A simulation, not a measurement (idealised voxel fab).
You're looking at the process module voxel capacitor over wiring.
Each square cell in cross-section cut measures 5 nm, and the section as a whole is 280 nm wide.
We lay out every cross-section as a grid of square cells and spell it out in bands from the top down, where one band means one or more rows of cells.
Heights first: top, then bottom, in nm. Then materials, left to right, each with a width in nm. "all across" on a single material: fills the band edge to edge. "empty": empty space.
Basically, 0 is our baseline, since under it the wafer straight out of the box is all one material. The bottom band has no lower end and keeps on going down, so it looks like "0 down".
A width such as "30->40" changes by the same amount from each row of cells to the next, from the band's top row to its bottom row.
A step reported as "no change" is a step in which no cell of the cross-section changed.
Voids not open to the top, 8 cells minimum: see "Sealed cavities". Written width x height at distance; distance is from the left edge; nm.
Anything after a step's settings on that line? It's the simulator's own note about the step.
For masked steps, "overlay nm" on the step line gives how far right of plan the mask actually lay; a minus sign means it lay to the left.

Set out below are the planned steps of the process
| 1 | RECEIVE, material Si |
| 2 | CONFORMAL_DEP, material SiO2, thk nm 10 |
| 3 | DIRECTIONAL_DEP, material TiN, thk nm 5 |
| 4 | DIRECTIONAL_DEP, material Ru, thk nm 15 |
| 5 | PATTERN, tone cover, mask id METAL_1, material resist, width nm 25, pitch nm 80, thk nm 20, overlay nm 0 |
| 6 | DIRECTIONAL_ETCH, etch materials Ru, depth nm 15 |
| 7 | DIRECTIONAL_ETCH, etch materials TiN, depth nm 5 |
| 8 | STRIP, etch materials resist |
| 9 | CONFORMAL_DEP, material SiN, thk nm 5 |
| 10 | FILL_DEP, material SiO2, thk nm 10 |
| 11 | CMP, height nm 30 |
| 12 | CONFORMAL_DEP, material SiCN, thk nm 5 |
| 13 | DIRECTIONAL_DEP, material lowk, thk nm 10 |
| 14 | DIRECTIONAL_DEP, material aC, thk nm 5 |
| 15 | PATTERN, tone open, mask id PLUG_1, material resist, width nm 15, thk nm 35, overlay nm 0 |
| 16 | DIRECTIONAL_ETCH, etch materials aC, depth nm 15 |
| 17 | STRIP, etch materials resist |
| 18 | DIRECTIONAL_ETCH, etch materials lowk, depth nm 10 |
| 19 | DIRECTIONAL_ETCH, etch materials SiCN, depth nm 5 |
| 20 | STRIP, etch materials aC |
| 21 | CONFORMAL_DEP, material TiN, thk nm 5 |
| 22 | FILL_DEP, material W, thk nm 10 |
| 23 | CMP, height nm 45 |
| 24 | DIRECTIONAL_DEP, material TiN, thk nm 10 |
| 25 | DIRECTIONAL_DEP, material Al2O3, thk nm 5 |
| 26 | DIRECTIONAL_DEP, material TiN, thk nm 10 |
| 27 | PATTERN, tone cover, mask id UPPER_PLATE, material resist, width nm 60, thk nm 15, overlay nm 0 |
| 28 | DIRECTIONAL_ETCH, etch materials TiN, depth nm 10 |
| 29 | DIRECTIONAL_ETCH, etch materials Al2O3, depth nm 5 |
| 30 | STRIP, etch materials resist |
| 31 | MASKED_ETCH, tone cover, mask id LOWER_PLATE, width nm 70, etch materials TiN, depth nm 10, overlay nm 0 |
| 32 | FILL_DEP, material SiO2, thk nm 20 |
| 33 | CMP, height nm 85 |
| 34 | PATTERN, tone open, mask id PLUG_2, material resist, width nm 15, thk nm 15, overlay nm 0 |
| 35 | DIRECTIONAL_ETCH, etch materials SiO2, depth nm 15 |
| 36 | STRIP, etch materials resist |
| 37 | CONFORMAL_DEP, material TiN, thk nm 5 |
| 38 | FILL_DEP, material Ru, thk nm 10 |
| 39 | CMP, height nm 85 |
| 40 | CONFORMAL_DEP, material SiCN, thk nm 5 |
The plan shows the thk nm of step 14 as the first wafer had it; this setting differs between the wafers, which start out alike.

Received condition of the first of several wafers, sectioned: post-step 1
0 down: Si all across
Sealed cavities: none

wafer rows; end of module; cells per material since receipt: (+) gained, (-) lost; then closed voids
thk nm 5 | +12 Al2O3 | +32 Ru | +109 SiCN | +58 SiN | +613 SiO2 | +76 TiN | +2 W | +106 lowk | Sealed cavities: none
thk nm 10 | +12 Al2O3 | +32 Ru | +109 SiCN | +58 SiN | +613 SiO2 | +76 TiN | +2 W | +106 lowk | Sealed cavities: none
thk nm 15 | +12 Al2O3 | +32 Ru | +109 SiCN | +58 SiN | +613 SiO2 | +76 TiN | +2 W | +106 lowk | Sealed cavities: none
thk nm 20 | +12 Al2O3 | +32 Ru | +112 SiCN | +58 SiN | +613 SiO2 | +69 TiN | +112 lowk | Sealed cavities: none
thk nm 25 | +12 Al2O3 | +32 Ru | +112 SiCN | +58 SiN | +613 SiO2 | +69 TiN | +112 lowk | Sealed cavities: none
thk nm 30 | +12 Al2O3 | +32 Ru | +112 SiCN | +58 SiN | +613 SiO2 | +69 TiN | +112 lowk | Sealed cavities: none
